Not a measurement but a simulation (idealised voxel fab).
The name of this process module is voxel ribs on slabs.
285 nm wide, 5 nm square cells: that's cross-section cut.
For the purposes of this document, a cross-section shall be understood as a grid of square cells, specified as bands listed in top-to-bottom order, each band consisting of one or more rows of cells.
What a band's entry tells you: where the top is and where the bottom is, as heights in nm, and after that what lies inside, material by material from left to right, each with its width in nm. Empty space is written as the word "empty", and a single material marked with the word "everywhere" occupies the band from edge to edge.
Heights are measured from 0, the level below which the as-received wafer is all one material; the lowest band has no bottom and continues downward, written as in "0 and below".
You'd read "30..40" like this: the band's top row of cells is as wide as the first number, its bottom row is as wide as the second, and going down, every row changes width by the same amount as the row before did.
It should be understood that the words "all unchanged", when stated for a given step, signify that the cross-section underwent no change in any of its cells during that step.
Each empty space that has no open way to the top and spans at least 8 cells appears under "Enclosed void listing" as width x height at distance, the distance counted from the left edge, all in nm.
Heads up: the bit after the settings on a step's line is the simulator's remark on that step.
"overlay nm", when on a step's line for a step with a mask, measures how far to the right of its planned place the mask lay; a negative measure means to the left.

### Process steps foreseen in the plan
1. RECEIVE,material Si
2. DIRECTIONAL_DEP,material SiO2,thk nm 30
3. DIRECTIONAL_DEP,material SiN,thk nm 25
4. DIRECTIONAL_DEP,material aC,thk nm 10
5. PATTERN,tone cover,mask id RIB,material resist,width nm 30,thk nm 25,overlay nm 0
6. DIRECTIONAL_ETCH,etch materials aC,depth nm 10
7. STRIP,etch materials resist
8. DIRECTIONAL_ETCH,etch materials SiN,depth nm 5
9. STRIP,etch materials aC
10. MASKED_ETCH,tone cover,mask id SLAB,width nm 60,etch materials SiN,depth nm 20,overlay nm 0
11. FILL_DEP,material SiO2,thk nm 25
12. CMP,height nm 70
13. DIRECTIONAL_DEP,material TiN,thk nm 10
14. PATTERN,tone cover,mask id HEATER,material resist,width nm 40,thk nm 20,overlay nm 0
15. DIRECTIONAL_ETCH,etch materials TiN,depth nm 10
16. STRIP,etch materials resist
17. CONFORMAL_DEP,material SiN,thk nm 5

### Incoming wafer in cross-section (state: after step 1)
  0 and below = Si everywhere
  Enclosed void listing: none

### Module complete - cross-section of the first of two wafers, run according to plan
  85 down to 80 = empty 115 nm, SiN 50 nm, empty 120 nm
  80 down to 75 = empty 115 nm, SiN 5 nm, TiN 40 nm, SiN 5 nm, empty 120 nm
  75 down to 70 = SiN 120 nm, TiN 40 nm, SiN 125 nm
  70 down to 55 = SiO2 everywhere
  55 down to 50 = SiO2 125 nm, SiN 30 nm, SiO2 130 nm
  50 down to 30 = SiO2 110 nm, SiN 60 nm, SiO2 115 nm
  30 down to 0 = SiO2 everywhere
  0 and below = Si everywhere
  Enclosed void listing: none

### Cross-sectional view: second of two wafers, end of module; start and plan identical to the first, one mistake in running
  85 down to 80 = empty 115 nm, SiN 50 nm, empty 120 nm
  80 down to 75 = empty 115 nm, SiN 5 nm, TiN 40 nm, SiN 5 nm, empty 120 nm
  75 down to 70 = SiN 120 nm, TiN 40 nm, SiN 125 nm
  70 down to 60 = SiO2 110 nm, SiN 60 nm, SiO2 115 nm
  60 down to 0 = SiO2 everywhere
  0 and below = Si everywhere
  Enclosed void listing: none
Here's what went sideways: plan step 2 was twice executed
End check, counted in cells, second wafer has more or fewer of these materials than the first: SiN: 30 fewer, SiO2: 30 more
